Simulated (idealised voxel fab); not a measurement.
This is a process module. Its name is voxel fin reveal.
Shown is cross-section cut, with a width of 165 nm and square cells of size 5 nm.
Heads up, the way a cross-section reads in here is a grid of square cells, handed over as bands from the top down, with every band being one or more rows of cells.
For a band, the entry starts with two heights in nm, that of the top and then that of the bottom, and carries on with the band's materials in order from left to right, each alongside its width in nm; the word "all across" beside a single material means it fills the band edge to edge, and "empty" means empty space.
Measure heights from 0. That's the level where, below it, the as-received wafer is all one material. The lowest band is bottomless and extends downward; write it as in "0 and below".
Width: "30->40" (first number = top row, second number = bottom row, same change from row to row of cells).
It should be understood that the words "remains unaltered", when stated for a given step, signify that the cross-section underwent no change in any of its cells during that step.
"Enclosed cavities" contains a list of empty spaces, each no smaller than 8 cells and without an open way to the top, written in the form width x height at distance with the distance from the left edge and all three in nm.
Heads up: the bit after the settings on a step's line is the simulator's remark on that step.
overlay nm: how far to the right of its planned place the mask lay on this masked step (negative: to the left).
### Planned process steps
1,RECEIVE, material Si
2,CONFORMAL_DEP, material SiN, thk nm 10
3,DIRECTIONAL_DEP, material aC, thk nm 10
4,PATTERN, tone cover, mask id FINS, material resist, width nm 15, pitch nm 40, thk nm 25, overlay nm 0
5,DIRECTIONAL_ETCH, etch materials aC, depth nm 10
6,STRIP, etch materials resist
7,DIRECTIONAL_ETCH, etch materials SiN, depth nm 10
8,DIRECTIONAL_ETCH, etch materials Si, depth nm 35
9,STRIP, etch materials aC
10,OXIDIZE, depth nm 5
11,FILL_DEP, material SiO2, thk nm 10
12,CMP, height nm 10
13,SELECTIVE_ETCH, etch materials SiO2, depth nm 35
14,STRIP, etch materials SiN
15,CONFORMAL_DEP, material HfO2, thk nm 5
### Cross-section of the wafer upon arrival, representing the state reached after step 1
> 0 and below = Si all across
> Enclosed cavities: none
### End-of-module XS, first of two wafers, run as planned
> 5 down to 0 = empty (15) / HfO2 (15) / empty (25) / HfO2 (15) / empty (25) / HfO2 (15) / empty (25) / HfO2 (15) / empty (15)
> 0 down to -20 = empty (15) / HfO2 (5) / Si (5) / HfO2 (5) / empty (25) / HfO2 (5) / Si (5) / HfO2 (5) / empty (25) / HfO2 (5) / Si (5) / HfO2 (5) / empty (25) / HfO2 (5) / Si (5) / HfO2 (5) / empty (15)
> -20 down to -25 = HfO2 (20) / Si (5) / HfO2 (35) / Si (5) / HfO2 (35) / Si (5) / HfO2 (35) / Si (5) / HfO2 (20)
> -25 down to -40 = SiO2 (20) / Si (5) / SiO2 (35) / Si (5) / SiO2 (35) / Si (5) / SiO2 (35) / Si (5) / SiO2 (20)
> -40 and below = Si all across
> Enclosed cavities: none
### This cross-section belongs to the second wafer of two at the end of the module; the start and the plan were shared with the first, and the run included one mistake
> 5 down to 0 = HfO2 (15) / empty (15) / HfO2 (25) / empty (15) / HfO2 (25) / empty (15) / HfO2 (25) / empty (15) / HfO2 (15)
> 0 down to -20 = Si (10) / HfO2 (5) / empty (15) / HfO2 (5) / Si (15) / HfO2 (5) / empty (15) / HfO2 (5) / Si (15) / HfO2 (5) / empty (15) / HfO2 (5) / Si (15) / HfO2 (5) / empty (15) / HfO2 (5) / Si (10)
> -20 down to -25 = Si (10) / HfO2 (25) / Si (15) / HfO2 (25) / Si (15) / HfO2 (25) / Si (15) / HfO2 (25) / Si (10)
> -25 down to -40 = Si (10) / SiO2 (25) / Si (15) / SiO2 (25) / Si (15) / SiO2 (25) / Si (15) / SiO2 (25) / Si (10)
> -40 and below = Si all across
> Enclosed cavities: none
Deviation noted in wafer processing: rather than as planned, step 4 actually ran as PATTERN, tone open, mask id FINS, material resist, width nm 15, pitch nm 40, thk nm 25, overlay nm 0
FYI, end of process, the second wafer has more or fewer cells of some materials than the first: +72 Si | -27 SiO2
